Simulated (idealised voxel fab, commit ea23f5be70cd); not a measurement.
This is a process module. Its name is voxel gate over fins.
We display cut, a cross-section 210 nm in width whose square cells are each 5 nm.
Cross-section layout: square cells on a grid; listed as bands, top to bottom; a band spans one or more cell rows. Look at the band entry: it leads with the top's height and the bottom's height in nm. Then it lists the materials left to right, with a width in nm for each. The word "everywhere" on a single material says that material fills the band edge to edge. The word "blank" is empty space. Below 0: as-received wafer, all one material; heights counted from there. Lowest band: no bottom, goes on down, written "z 0 and below". The notation "30..40" denotes a width that varies across the rows of cells in the band, beginning at the first number in the top row, finishing at the second number in the bottom row, and changing by an identical amount from each row to the next. A step reported as "nothing different" is a step in which no cell of the cross-section changed. So "Closed void table" is basically the list of trapped voids: any empty space of 8 cells or more that can't reach the top through an opening. They're written width x height at distance, the distance being from the left edge, and it's all nm. If you see something after the settings on a step's line, that's the simulator's own remark about that step. The setting "overlay nm" may be written on the line of a step. When the step uses a mask, the value reports how far to the right of the planned place the mask lay, and a negative value reports that it lay to the left. In what follows, pairs of cross-sections are presented, each taken before and after one process step, with the after cross-section shown only down to the lowest band that was altered; the step, together with its settings, is stated below the pair. The pairs may stem from different runs of this module on the same starting wafer; accordingly, a pair should be taken as continuing from the one above it solely where its entry headed "Before processing" indicates as much.
[Before processing]
* z 0 and below  Si everywhere
* Closed void table: none
[Cross-Section After Step]
* z 10 to 0  SiN everywhere
* Below 0 it's all the same as before, nothing changed down there.
* Closed void table: none
Which operation lies between the before and after views above? CONFORMAL_DEP with material SiN, thk nm 10
Before processing: the after view from the pair directly above serves as the before view here.
[Cross-Section After Step]
* z 25 to 10  50 of blank / 15 of resist / 30 of blank / 15 of resist / 30 of blank / 15 of resist / 55 of blank
* Below 10 it's all the same as before, nothing changed down there.
* Closed void table: none
Which operation lies between the before and after views above? PATTERN with tone cover, mask id FINS, material resist, width nm 15, pitch nm 45, thk nm 15, overlay nm 0
Before processing: the after view from the pair directly above serves as the before view here.
[Cross-Section After Step]
* z 25 to 10  50 of blank / 15 of resist / 30 of blank / 15 of resist / 30 of blank / 15 of resist / 55 of blank
* z 10 to 0  50 of blank / 15 of SiN / 30 of blank / 15 of SiN / 30 of blank / 15 of SiN / 55 of blank
* Below 0 it's all the same as before, nothing changed down there.
* Closed void table: none
Which operation lies between the before and after views above? DIRECTIONAL_ETCH with etch materials SiN, depth nm 10
Before processing: the after view from the pair directly above serves as the before view here.
[Cross-Section After Step]
* z 25 to 10  50 of blank / 15 of resist / 30 of blank / 15 of resist / 30 of blank / 15 of resist / 55 of blank
* z 10 to 0  50 of blank / 15 of SiN / 30 of blank / 15 of SiN / 30 of blank / 15 of SiN / 55 of blank
* z 0 to -40  50 of blank / 15 of Si / 30 of blank / 15 of Si / 30 of blank / 15 of Si / 55 of blank
* Below -40 it's all the same as before, nothing changed down there.
* Closed void table: none
Which operation lies between the before and after views above? DIRECTIONAL_ETCH with etch materials Si, depth nm 40
Before processing: the after view from the pair directly above serves as the before view here.
[Cross-Section After Step]
* z 10 to 0  50 of blank / 15 of SiN / 30 of blank / 15 of SiN / 30 of blank / 15 of SiN / 55 of blank
* Below 0 it's all the same as before, nothing changed down there.
* Closed void table: none
Which operation lies between the before and after views above? STRIP with etch materials resist
Before processing: the after view from the pair directly above serves as the before view here.
[Cross-Section After Step]
* z 10 to 0  50 of blank / 15 of SiN / 30 of blank / 15 of SiN / 30 of blank / 15 of SiN / 55 of blank
* z 0 to -40  50 of blank / 5 of SiO2 / 5 of Si / 5 of SiO2 / 30 of blank / 5 of SiO2 / 5 of Si / 5 of SiO2 / 30 of blank / 5 of SiO2 / 5 of Si / 5 of SiO2 / 55 of blank
* z -40 to -45  55 of SiO2 / 5 of Si / 40 of SiO2 / 5 of Si / 40 of SiO2 / 5 of Si / 60 of SiO2
* Below -45 it's all the same as before, nothing changed down there.
* Closed void table: none
Which operation lies between the before and after views above? OXIDIZE with depth nm 5
Before processing: the after view from the pair directly above serves as the before view here.
[Cross-Section After Step]
* z 15 to 10  SiO2 everywhere
* z 10 to 0  50 of SiO2 / 15 of SiN / 30 of SiO2 / 15 of SiN / 30 of SiO2 / 15 of SiN / 55 of SiO2
* z 0 to -45  55 of SiO2 / 5 of Si / 40 of SiO2 / 5 of Si / 40 of SiO2 / 5 of Si / 60 of SiO2
* Below -45 it's all the same as before, nothing changed down there.
* Closed void table: none
Which operation lies between the before and after views above? FILL_DEP with material SiO2, thk nm 5
Before processing: the after view from the pair directly above serves as the before view here.
[Cross-Section After Step]
* z 10 to 0  50 of SiO2 / 15 of SiN / 30 of SiO2 / 15 of SiN / 30 of SiO2 / 15 of SiN / 55 of SiO2
* Below 0 it's all the same as before, nothing changed down there.
* Closed void table: none
Which operation lies between the before and after views above? CMP with height nm 10
Before processing: the after view from the pair directly above serves as the before view here.
[Cross-Section After Step]
* z 10 to 0  50 of blank / 15 of SiN / 30 of blank / 15 of SiN / 30 of blank / 15 of SiN / 55 of blank
* z 0 to -10  55 of blank / 5 of Si / 40 of blank / 5 of Si / 40 of blank / 5 of Si / 60 of blank
* Below -10 it's all the same as before, nothing changed down there.
* Closed void table: none
Which operation lies between the before and after views above? SELECTIVE_ETCH with etch materials SiO2, depth nm 20
Before processing: the after view from the pair directly above serves as the before view here.
[Cross-Section After Step]
* z 0 to -10  55 of blank / 5 of Si / 40 of blank / 5 of Si / 40 of blank / 5 of Si / 60 of blank
* Below -10 it's all the same as before, nothing changed down there.
* Closed void table: none
Which operation lies between the before and after views above? STRIP with etch materials SiN
Before processing: the after view from the pair directly above serves as the before view here.
[Cross-Section After Step]
* z 5 to 0  50 of blank / 15 of HfO2 / 30 of blank / 15 of HfO2 / 30 of blank / 15 of HfO2 / 55 of blank
* z 0 to -5  50 of blank / 5 of HfO2 / 5 of Si / 5 of HfO2 / 30 of blank / 5 of HfO2 / 5 of Si / 5 of HfO2 / 30 of blank / 5 of HfO2 / 5 of Si / 5 of HfO2 / 55 of blank
* z -5 to -10  55 of HfO2 / 5 of Si / 40 of HfO2 / 5 of Si / 40 of HfO2 / 5 of Si / 60 of HfO2
* Below -10 it's all the same as before, nothing changed down there.
* Closed void table: none
Which operation lies between the before and after views above? CONFORMAL_DEP with material HfO2, thk nm 5
Before processing: the after view from the pair directly above serves as the before view here.
[Cross-Section After Step]
* z 10 to 5  45 of blank / 25 of TiN / 20 of blank / 25 of TiN / 20 of blank / 25 of TiN / 50 of blank
* z 5 to 0  45 of blank / 5 of TiN / 15 of HfO2 / 5 of TiN / 20 of blank / 5 of TiN / 15 of HfO2 / 5 of TiN / 20 of blank / 5 of TiN / 15 of HfO2 / 5 of TiN / 50 of blank
* z 0 to -5  50 of TiN / 5 of HfO2 / 5 of Si / 5 of HfO2 / 30 of TiN / 5 of HfO2 / 5 of Si / 5 of HfO2 / 30 of TiN / 5 of HfO2 / 5 of Si / 5 of HfO2 / 55 of TiN
* Below -5 it's all the same as before, nothing changed down there.
* Closed void table: none
Which operation lies between the before and after views above? CONFORMAL_DEP with material TiN, thk nm 5
Before processing: the after view from the pair directly above serves as the before view here.
[Cross-Section After Step]
* z 20 to 10  W everywhere
* z 10 to 5  45 of W / 25 of TiN / 20 of W / 25 of TiN / 20 of W / 25 of TiN / 50 of W
* z 5 to 0  45 of W / 5 of TiN / 15 of HfO2 / 5 of TiN / 20 of W / 5 of TiN / 15 of HfO2 / 5 of TiN / 20 of W / 5 of TiN / 15 of HfO2 / 5 of TiN / 50 of W
* Below 0 it's all the same as before, nothing changed down there.
* Closed void table: none
Which operation lies between the before and after views above? FILL_DEP with material W, thk nm 10
Before processing: the after view from the pair directly above serves as the before view here.
[Cross-Section After Step]
* z 15 to 10  W everywhere
* Below 10 it's all the same as before, nothing changed down there.
* Closed void table: none
Which operation lies between the before and after views above? CMP with height nm 15
Before processing: the after view from the pair directly above serves as the before view here.
[Cross-Section After Step]
* z 25 to 15  SiCN everywhere
* Below 15 it's all the same as before, nothing changed down there.
* Closed void table: none
Which operation lies between the before and after views above? CONFORMAL_DEP with material SiCN, thk nm 10
[Before processing]
* z 0 to -10  55 of blank / 5 of Si / 40 of blank / 5 of Si / 40 of blank / 5 of Si / 60 of blank
* z -10 to -45  55 of SiO2 / 5 of Si / 40 of SiO2 / 5 of Si / 40 of SiO2 / 5 of Si / 60 of SiO2
* z -45 and below  Si everywhere
* Closed void table: none
[Cross-Section After Step]
* z 5 to 0  50 of blank / 15 of TiN / 30 of blank / 15 of TiN / 30 of blank / 15 of TiN / 55 of blank
* z 0 to -5  50 of blank / 5 of TiN / 5 of Si / 5 of TiN / 30 of blank / 5 of TiN / 5 of Si / 5 of TiN / 30 of blank / 5 of TiN / 5 of Si / 5 of TiN / 55 of blank
* z -5 to -10  55 of TiN / 5 of Si / 40 of TiN / 5 of Si / 40 of TiN / 5 of Si / 60 of TiN
* Below -10 it's all the same as before, nothing changed down there.
* Closed void table: none
Which operation lies between the before and after views above? CONFORMAL_DEP with material TiN, thk nm 5
Before processing: the after view from the pair directly above serves as the before view here.
[Cross-Section After Step]
* z 15 to 5  W everywhere
* z 5 to 0  50 of W / 15 of TiN / 30 of W / 15 of TiN / 30 of W / 15 of TiN / 55 of W
* z 0 to -5  50 of W / 5 of TiN / 5 of Si / 5 of TiN / 30 of W / 5 of TiN / 5 of Si / 5 of TiN / 30 of W / 5 of TiN / 5 of Si / 5 of TiN / 55 of W
* Below -5 it's all the same as before, nothing changed down there.
* Closed void table: none
Which operation lies between the before and after views above? FILL_DEP with material W, thk nm 10
Before processing: the after view from the pair directly above serves as the before view here.
[Cross-Section After Step]
* z 25 to 15  SiCN everywhere
* Below 15 it's all the same as before, nothing changed down there.
* Closed void table: none
Which operation lies between the before and after views above? CONFORMAL_DEP with material SiCN, thk nm 10
[Before processing]
* z 10 to 0  50 of blank / 15 of SiN / 30 of blank / 15 of SiN / 30 of blank / 15 of SiN / 55 of blank
* z 0 to -10  55 of blank / 5 of Si / 40 of blank / 5 of Si / 40 of blank / 5 of Si / 60 of blank
* z -10 to -45  55 of SiO2 / 5 of Si / 40 of SiO2 / 5 of Si / 40 of SiO2 / 5 of Si / 60 of SiO2
* z -45 and below  Si everywhere
* Closed void table: none
[Cross-Section After Step]
* z 10 to 0  50 of blank / 15 of SiN / 30 of blank / 15 of SiN / 30 of blank / 15 of SiN / 55 of blank
* z 0 to -30  55 of blank / 5 of Si / 40 of blank / 5 of Si / 40 of blank / 5 of Si / 60 of blank
* Below -30 it's all the same as before, nothing changed down there.
* Closed void table: none
Which operation lies between the before and after views above? SELECTIVE_ETCH with etch materials SiO2, depth nm 20
Before processing: the after view from the pair directly above serves as the before view here.
[Cross-Section After Step]
* z 0 to -30  55 of blank / 5 of Si / 40 of blank / 5 of Si / 40 of blank / 5 of Si / 60 of blank
* Below -30 it's all the same as before, nothing changed down there.
* Closed void table: none
Which operation lies between the before and after views above? STRIP with etch materials SiN
Before processing: the after view from the pair directly above serves as the before view here.
[Cross-Section After Step]
* z 5 to 0  50 of blank / 15 of HfO2 / 30 of blank / 15 of HfO2 / 30 of blank / 15 of HfO2 / 55 of blank
* z 0 to -25  50 of blank / 5 of HfO2 / 5 of Si / 5 of HfO2 / 30 of blank / 5 of HfO2 / 5 of Si / 5 of HfO2 / 30 of blank / 5 of HfO2 / 5 of Si / 5 of HfO2 / 55 of blank
* z -25 to -30  55 of HfO2 / 5 of Si / 40 of HfO2 / 5 of Si / 40 of HfO2 / 5 of Si / 60 of HfO2
* Below -30 it's all the same as before, nothing changed down there.
* Closed void table: none
Which operation lies between the before and after views above? CONFORMAL_DEP with material HfO2, thk nm 5
Before processing: the after view from the pair directly above serves as the before view here.
[Cross-Section After Step]
* z 10 to 5  45 of blank / 25 of TiN / 20 of blank / 25 of TiN / 20 of blank / 25 of TiN / 50 of blank
* z 5 to 0  45 of blank / 5 of TiN / 15 of HfO2 / 5 of TiN / 20 of blank / 5 of TiN / 15 of HfO2 / 5 of TiN / 20 of blank / 5 of TiN / 15 of HfO2 / 5 of TiN / 50 of blank
* z 0 to -20  45 of blank / 5 of TiN / 5 of HfO2 / 5 of Si / 5 of HfO2 / 5 of TiN / 20 of blank / 5 of TiN / 5 of HfO2 / 5 of Si / 5 of HfO2 / 5 of TiN / 20 of blank / 5 of TiN / 5 of HfO2 / 5 of Si / 5 of HfO2 / 5 of TiN / 50 of blank
* z -20 to -25  50 of TiN / 5 of HfO2 / 5 of Si / 5 of HfO2 / 30 of TiN / 5 of HfO2 / 5 of Si / 5 of HfO2 / 30 of TiN / 5 of HfO2 / 5 of Si / 5 of HfO2 / 55 of TiN
* Below -25 it's all the same as before, nothing changed down there.
* Closed void table: none
Which operation lies between the before and after views above? CONFORMAL_DEP with material TiN, thk nm 5
Before processing: the after view from the pair directly above serves as the before view here.
[Cross-Section After Step]
* z 20 to 10  W everywhere
* z 10 to 5  45 of W / 25 of TiN / 20 of W / 25 of TiN / 20 of W / 25 of TiN / 50 of W
* z 5 to 0  45 of W / 5 of TiN / 15 of HfO2 / 5 of TiN / 20 of W / 5 of TiN / 15 of HfO2 / 5 of TiN / 20 of W / 5 of TiN / 15 of HfO2 / 5 of TiN / 50 of W
* z 0 to -20  45 of W / 5 of TiN / 5 of HfO2 / 5 of Si / 5 of HfO2 / 5 of TiN / 20 of W / 5 of TiN / 5 of HfO2 / 5 of Si / 5 of HfO2 / 5 of TiN / 20 of W / 5 of TiN / 5 of HfO2 / 5 of Si / 5 of HfO2 / 5 of TiN / 50 of W
* Below -20 it's all the same as before, nothing changed down there.
* Closed void table: none
Which operation lies between the before and after views above? FILL_DEP with material W, thk nm 10
Before processing: the after view from the pair directly above serves as the before view here.
[Cross-Section After Step]
* z 15 to 10  W everywhere
* Below 10 it's all the same as before, nothing changed down there.
* Closed void table: none
Which operation lies between the before and after views above? CMP with height nm 15
Before processing: the after view from the pair directly above serves as the before view here.
[Cross-Section After Step]
* z 25 to 15  SiCN everywhere
* Below 15 it's all the same as before, nothing changed down there.
* Closed void table: none
Which operation lies between the before and after views above? CONFORMAL_DEP with material SiCN, thk nm 10
[Before processing]
* z 10 to 0  50 of SiO2 / 15 of SiN / 30 of SiO2 / 15 of SiN / 30 of SiO2 / 15 of SiN / 55 of SiO2
* z 0 to -45  55 of SiO2 / 5 of Si / 40 of SiO2 / 5 of Si / 40 of SiO2 / 5 of Si / 60 of SiO2
* z -45 and below  Si everywhere
* Closed void table: none
[Cross-Section After Step]
* z 10 to 0  50 of SiO2 / 15 of blank / 30 of SiO2 / 15 of blank / 30 of SiO2 / 15 of blank / 55 of SiO2
* Below 0 it's all the same as before, nothing changed down there.
* Closed void table: none
Which operation lies between the before and after views above? STRIP with etch materials SiN
Before processing: the after view from the pair directly above serves as the before view here.
[Cross-Section After Step]
* z 0 to -10  55 of blank / 5 of Si / 40 of blank / 5 of Si / 40 of blank / 5 of Si / 60 of blank
* z -10 to -20  30 of SiO2 / 25 of blank / 5 of Si / 40 of blank / 5 of Si / 40 of blank / 5 of Si / 25 of blank / 35 of SiO2
* Below -20 it's all the same as before, nothing changed down there.
* Closed void table: none
Which operation lies between the before and after views above? SELECTIVE_ETCH with etch materials SiO2, depth nm 20
Before processing: the after view from the pair directly above serves as the before view here.
[Cross-Section After Step]
* z 5 to 0  50 of blank / 15 of HfO2 / 30 of blank / 15 of HfO2 / 30 of blank / 15 of HfO2 / 55 of blank
* z 0 to -5  50 of blank / 5 of HfO2 / 5 of Si / 5 of HfO2 / 30 of blank / 5 of HfO2 / 5 of Si / 5 of HfO2 / 30 of blank / 5 of HfO2 / 5 of Si / 5 of HfO2 / 55 of blank
* z -5 to -10  35 of HfO2 / 15 of blank / 5 of HfO2 / 5 of Si / 5 of HfO2 / 30 of blank / 5 of HfO2 / 5 of Si / 5 of HfO2 / 30 of blank / 5 of HfO2 / 5 of Si / 5 of HfO2 / 15 of blank / 40 of HfO2
* z -10 to -15  30 of SiO2 / 5 of HfO2 / 15 of blank / 5 of HfO2 / 5 of Si / 5 of HfO2 / 30 of blank / 5 of HfO2 / 5 of Si / 5 of HfO2 / 30 of blank / 5 of HfO2 / 5 of Si / 5 of HfO2 / 15 of blank / 5 of HfO2 / 35 of SiO2
* z -15 to -20  30 of SiO2 / 25 of HfO2 / 5 of Si / 40 of HfO2 / 5 of Si / 40 of HfO2 / 5 of Si / 25 of HfO2 / 35 of SiO2
* Below -20 it's all the same as before, nothing changed down there.
* Closed void table: none
Which operation lies between the before and after views above? CONFORMAL_DEP with material HfO2, thk nm 5
Before processing: the after view from the pair directly above serves as the before view here.
[Cross-Section After Step]
* z 10 to 5  45 of blank / 25 of TiN / 20 of blank / 25 of TiN / 20 of blank / 25 of TiN / 50 of blank
* z 5 to 0  45 of blank / 5 of TiN / 15 of HfO2 / 5 of TiN / 20 of blank / 5 of TiN / 15 of HfO2 / 5 of TiN / 20 of blank / 5 of TiN / 15 of HfO2 / 5 of TiN / 50 of blank
* z 0 to -5  40 of TiN / 5 of blank / 5 of TiN / 5 of HfO2 / 5 of Si / 5 of HfO2 / 5 of TiN / 20 of blank / 5 of TiN / 5 of HfO2 / 5 of Si / 5 of HfO2 / 5 of TiN / 20 of blank / 5 of TiN / 5 of HfO2 / 5 of Si / 5 of HfO2 / 5 of TiN / 5 of blank / 45 of TiN
* z -5 to -10  35 of HfO2 / 5 of TiN / 5 of blank / 5 of TiN / 5 of HfO2 / 5 of Si / 5 of HfO2 / 5 of TiN / 20 of blank / 5 of TiN / 5 of HfO2 / 5 of Si / 5 of HfO2 / 5 of TiN / 20 of blank / 5 of TiN / 5 of HfO2 / 5 of Si / 5 of HfO2 / 5 of TiN / 5 of blank / 5 of TiN / 40 of HfO2
* z -10 to -15  30 of SiO2 / 5 of HfO2 / 15 of TiN / 5 of HfO2 / 5 of Si / 5 of HfO2 / 30 of TiN / 5 of HfO2 / 5 of Si / 5 of HfO2 / 30 of TiN / 5 of HfO2 / 5 of Si / 5 of HfO2 / 15 of TiN / 5 of HfO2 / 35 of SiO2
* Below -15 it's all the same as before, nothing changed down there.
* Closed void table: none
Which operation lies between the before and after views above? CONFORMAL_DEP with material TiN, thk nm 5
Before processing: the after view from the pair directly above serves as the before view here.
[Cross-Section After Step]
* z 20 to 10  W everywhere
* z 10 to 5  45 of W / 25 of TiN / 20 of W / 25 of TiN / 20 of W / 25 of TiN / 50 of W
* z 5 to 0  45 of W / 5 of TiN / 15 of HfO2 / 5 of TiN / 20 of W / 5 of TiN / 15 of HfO2 / 5 of TiN / 20 of W / 5 of TiN / 15 of HfO2 / 5 of TiN / 50 of W
* z 0 to -5  40 of TiN / 5 of W / 5 of TiN / 5 of HfO2 / 5 of Si / 5 of HfO2 / 5 of TiN / 20 of W / 5 of TiN / 5 of HfO2 / 5 of Si / 5 of HfO2 / 5 of TiN / 20 of W / 5 of TiN / 5 of HfO2 / 5 of Si / 5 of HfO2 / 5 of TiN / 5 of W / 45 of TiN
* z -5 to -10  35 of HfO2 / 5 of TiN / 5 of W / 5 of TiN / 5 of HfO2 / 5 of Si / 5 of HfO2 / 5 of TiN / 20 of W / 5 of TiN / 5 of HfO2 / 5 of Si / 5 of HfO2 / 5 of TiN / 20 of W / 5 of TiN / 5 of HfO2 / 5 of Si / 5 of HfO2 / 5 of TiN / 5 of W / 5 of TiN / 40 of HfO2
* Below -10 it's all the same as before, nothing changed down there.
* Closed void table: none
Which operation lies between the before and after views above? FILL_DEP with material W, thk nm 10
Before processing: the after view from the pair directly above serves as the before view here.
[Cross-Section After Step]
* z 15 to 10  W everywhere
* Below 10 it's all the same as before, nothing changed down there.
* Closed void table: none
Which operation lies between the before and after views above? CMP with height nm 15
Before processing: the after view from the pair directly above serves as the before view here.
[Cross-Section After Step]
* z 25 to 15  SiCN everywhere
* Below 15 it's all the same as before, nothing changed down there.
* Closed void table: none
Which operation lies between the before and after views above? CONFORMAL_DEP with material SiCN, thk nm 10
[Before processing]
* z 25 to 10  50 of blank / 15 of resist / 30 of blank / 15 of resist / 30 of blank / 15 of resist / 55 of blank
* z 10 to 0  50 of blank / 15 of SiN / 30 of blank / 15 of SiN / 30 of blank / 15 of SiN / 55 of blank
* z 0 and below  Si everywhere
* Closed void table: none
[Cross-Section After Step]
* z 25 to 10  50 of blank / 15 of resist / 30 of blank / 15 of resist / 30 of blank / 15 of resist / 55 of blank
* z 10 to 0  50 of blank / 15 of SiN / 30 of blank / 15 of SiN / 30 of blank / 15 of SiN / 55 of blank
* z 0 to -35  50 of blank / 15 of Si / 30 of blank / 15 of Si / 30 of blank / 15 of Si / 55 of blank
* Below -35 it's all the same as before, nothing changed down there.
* Closed void table: none
Which operation lies between the before and after views above? DIRECTIONAL_ETCH with etch materials Si, depth nm 35
Before processing: the after view from the pair directly above serves as the before view here.
[Cross-Section After Step]
* z 10 to 0  50 of blank / 15 of SiN / 30 of blank / 15 of SiN / 30 of blank / 15 of SiN / 55 of blank
* Below 0 it's all the same as before, nothing changed down there.
* Closed void table: none
Which operation lies between the before and after views above? STRIP with etch materials resist
Before processing: the after view from the pair directly above serves as the before view here.
[Cross-Section After Step]
* z 10 to 0  50 of blank / 15 of SiN / 30 of blank / 15 of SiN / 30 of blank / 15 of SiN / 55 of blank
* z 0 to -35  50 of blank / 5 of SiO2 / 5 of Si / 5 of SiO2 / 30 of blank / 5 of SiO2 / 5 of Si / 5 of SiO2 / 30 of blank / 5 of SiO2 / 5 of Si / 5 of SiO2 / 55 of blank
* z -35 to -40  55 of SiO2 / 5 of Si / 40 of SiO2 / 5 of Si / 40 of SiO2 / 5 of Si / 60 of SiO2
* Below -40 it's all the same as before, nothing changed down there.
* Closed void table: none
Which operation lies between the before and after views above? OXIDIZE with depth nm 5
Before processing: the after view from the pair directly above serves as the before view here.
[Cross-Section After Step]
* z 15 to 10  SiO2 everywhere
* z 10 to 0  50 of SiO2 / 15 of SiN / 30 of SiO2 / 15 of SiN / 30 of SiO2 / 15 of SiN / 55 of SiO2
* z 0 to -40  55 of SiO2 / 5 of Si / 40 of SiO2 / 5 of Si / 40 of SiO2 / 5 of Si / 60 of SiO2
* Below -40 it's all the same as before, nothing changed down there.
* Closed void table: none
Which operation lies between the before and after views above? FILL_DEP with material SiO2, thk nm 5
Before processing: the after view from the pair directly above serves as the before view here.
[Cross-Section After Step]
* z 10 to 0  50 of SiO2 / 15 of SiN / 30 of SiO2 / 15 of SiN / 30 of SiO2 / 15 of SiN / 55 of SiO2
* Below 0 it's all the same as before, nothing changed down there.
* Closed void table: none
Which operation lies between the before and after views above? CMP with height nm 10
Before processing: the after view from the pair directly above serves as the before view here.
[Cross-Section After Step]
* z 10 to 0  50 of blank / 15 of SiN / 30 of blank / 15 of SiN / 30 of blank / 15 of SiN / 55 of blank
* z 0 to -10  55 of blank / 5 of Si / 40 of blank / 5 of Si / 40 of blank / 5 of Si / 60 of blank
* Below -10 it's all the same as before, nothing changed down there.
* Closed void table: none
Which operation lies between the before and after views above? SELECTIVE_ETCH with etch materials SiO2, depth nm 20
Before processing: the after view from the pair directly above serves as the before view here.
[Cross-Section After Step]
* z 0 to -10  55 of blank / 5 of Si / 40 of blank / 5 of Si / 40 of blank / 5 of Si / 60 of blank
* Below -10 it's all the same as before, nothing changed down there.
* Closed void table: none
Which operation lies between the before and after views above? STRIP with etch materials SiN
Before processing: the after view from the pair directly above serves as the before view here.
[Cross-Section After Step]
* z 5 to 0  50 of blank / 15 of HfO2 / 30 of blank / 15 of HfO2 / 30 of blank / 15 of HfO2 / 55 of blank
* z 0 to -5  50 of blank / 5 of HfO2 / 5 of Si / 5 of HfO2 / 30 of blank / 5 of HfO2 / 5 of Si / 5 of HfO2 / 30 of blank / 5 of HfO2 / 5 of Si / 5 of HfO2 / 55 of blank
* z -5 to -10  55 of HfO2 / 5 of Si / 40 of HfO2 / 5 of Si / 40 of HfO2 / 5 of Si / 60 of HfO2
* Below -10 it's all the same as before, nothing changed down there.
* Closed void table: none
Which operation lies between the before and after views above? CONFORMAL_DEP with material HfO2, thk nm 5
Before processing: the after view from the pair directly above serves as the before view here.
[Cross-Section After Step]
* z 10 to 5  45 of blank / 25 of TiN / 20 of blank / 25 of TiN / 20 of blank / 25 of TiN / 50 of blank
* z 5 to 0  45 of blank / 5 of TiN / 15 of HfO2 / 5 of TiN / 20 of blank / 5 of TiN / 15 of HfO2 / 5 of TiN / 20 of blank / 5 of TiN / 15 of HfO2 / 5 of TiN / 50 of blank
* z 0 to -5  50 of TiN / 5 of HfO2 / 5 of Si / 5 of HfO2 / 30 of TiN / 5 of HfO2 / 5 of Si / 5 of HfO2 / 30 of TiN / 5 of HfO2 / 5 of Si / 5 of HfO2 / 55 of TiN
* Below -5 it's all the same as before, nothing changed down there.
* Closed void table: none
Which operation lies between the before and after views above? CONFORMAL_DEP with material TiN, thk nm 5
Before processing: the after view from the pair directly above serves as the before view here.
[Cross-Section After Step]
* z 20 to 10  W everywhere
* z 10 to 5  45 of W / 25 of TiN / 20 of W / 25 of TiN / 20 of W / 25 of TiN / 50 of W
* z 5 to 0  45 of W / 5 of TiN / 15 of HfO2 / 5 of TiN / 20 of W / 5 of TiN / 15 of HfO2 / 5 of TiN / 20 of W / 5 of TiN / 15 of HfO2 / 5 of TiN / 50 of W
* Below 0 it's all the same as before, nothing changed down there.
* Closed void table: none
Which operation lies between the before and after views above? FILL_DEP with material W, thk nm 10
Before processing: the after view from the pair directly above serves as the before view here.
[Cross-Section After Step]
* z 15 to 10  W everywhere
* Below 10 it's all the same as before, nothing changed down there.
* Closed void table: none
Which operation lies between the before and after views above? CMP with height nm 15
Before processing: the after view from the pair directly above serves as the before view here.
[Cross-Section After Step]
* z 25 to 15  SiCN everywhere
* Below 15 it's all the same as before, nothing changed down there.
* Closed void table: none
Which operation lies between the before and after views above? CONFORMAL_DEP with material SiCN, thk nm 10
[Before processing]
* z 10 to 0  SiN everywhere
* z 0 and below  Si everywhere
* Closed void table: none
[Cross-Section After Step]
* z 25 to 10  45 of blank / 25 of resist / 20 of blank / 25 of resist / 20 of blank / 25 of resist / 50 of blank
* Below 10 it's all the same as before, nothing changed down there.
* Closed void table: none
Which operation lies between the before and after views above? PATTERN with tone cover, mask id FINS, material resist, width nm 25, pitch nm 45, thk nm 15, overlay nm 0
Before processing: the after view from the pair directly above serves as the before view here.
[Cross-Section After Step]
* z 25 to 10  45 of blank / 25 of resist / 20 of blank / 25 of resist / 20 of blank / 25 of resist / 50 of blank
* z 10 to 0  45 of blank / 25 of SiN / 20 of blank / 25 of SiN / 20 of blank / 25 of SiN / 50 of blank
* Below 0 it's all the same as before, nothing changed down there.
* Closed void table: none
Which operation lies between the before and after views above? DIRECTIONAL_ETCH with etch materials SiN, depth nm 10
Before processing: the after view from the pair directly above serves as the before view here.
[Cross-Section After Step]
* z 25 to 10  45 of blank / 25 of resist / 20 of blank / 25 of resist / 20 of blank / 25 of resist / 50 of blank
* z 10 to 0  45 of blank / 25 of SiN / 20 of blank / 25 of SiN / 20 of blank / 25 of SiN / 50 of blank
* z 0 to -40  45 of blank / 25 of Si / 20 of blank / 25 of Si / 20 of blank / 25 of Si / 50 of blank
* Below -40 it's all the same as before, nothing changed down there.
* Closed void table: none
Which operation lies between the before and after views above? DIRECTIONAL_ETCH with etch materials Si, depth nm 40
Before processing: the after view from the pair directly above serves as the before view here.
[Cross-Section After Step]
* z 10 to 0  45 of blank / 25 of SiN / 20 of blank / 25 of SiN / 20 of blank / 25 of SiN / 50 of blank
* Below 0 it's all the same as before, nothing changed down there.
* Closed void table: none
Which operation lies between the before and after views above? STRIP with etch materials resist
Before processing: the after view from the pair directly above serves as the before view here.
[Cross-Section After Step]
* z 10 to 0  45 of blank / 25 of SiN / 20 of blank / 25 of SiN / 20 of blank / 25 of SiN / 50 of blank
* z 0 to -40  45 of blank / 5 of SiO2 / 15 of Si / 5 of SiO2 / 20 of blank / 5 of SiO2 / 15 of Si / 5 of SiO2 / 20 of blank / 5 of SiO2 / 15 of Si / 5 of SiO2 / 50 of blank
* z -40 to -45  50 of SiO2 / 15 of Si / 30 of SiO2 / 15 of Si / 30 of SiO2 / 15 of Si / 55 of SiO2
* Below -45 it's all the same as before, nothing changed down there.
* Closed void table: none
Which operation lies between the before and after views above? OXIDIZE with depth nm 5
Before processing: the after view from the pair directly above serves as the before view here.
[Cross-Section After Step]
* z 15 to 10  SiO2 everywhere
* z 10 to 0  45 of SiO2 / 25 of SiN / 20 of SiO2 / 25 of SiN / 20 of SiO2 / 25 of SiN / 50 of SiO2
* z 0 to -45  50 of SiO2 / 15 of Si / 30 of SiO2 / 15 of Si / 30 of SiO2 / 15 of Si / 55 of SiO2
* Below -45 it's all the same as before, nothing changed down there.
* Closed void table: none
Which operation lies between the before and after views above? FILL_DEP with material SiO2, thk nm 5
Before processing: the after view from the pair directly above serves as the before view here.
[Cross-Section After Step]
* z 10 to 0  45 of SiO2 / 25 of SiN / 20 of SiO2 / 25 of SiN / 20 of SiO2 / 25 of SiN / 50 of SiO2
* Below 0 it's all the same as before, nothing changed down there.
* Closed void table: none
Which operation lies between the before and after views above? CMP with height nm 10
Before processing: the after view from the pair directly above serves as the before view here.
[Cross-Section After Step]
* z 10 to 0  45 of blank / 25 of SiN / 20 of blank / 25 of SiN / 20 of blank / 25 of SiN / 50 of blank
* z 0 to -10  50 of blank / 15 of Si / 30 of blank / 15 of Si / 30 of blank / 15 of Si / 55 of blank
* Below -10 it's all the same as before, nothing changed down there.
* Closed void table: none
Which operation lies between the before and after views above? SELECTIVE_ETCH with etch materials SiO2, depth nm 20
Before processing: the after view from the pair directly above serves as the before view here.
[Cross-Section After Step]
* z 0 to -10  50 of blank / 15 of Si / 30 of blank / 15 of Si / 30 of blank / 15 of Si / 55 of blank
* Below -10 it's all the same as before, nothing changed down there.
* Closed void table: none
Which operation lies between the before and after views above? STRIP with etch materials SiN
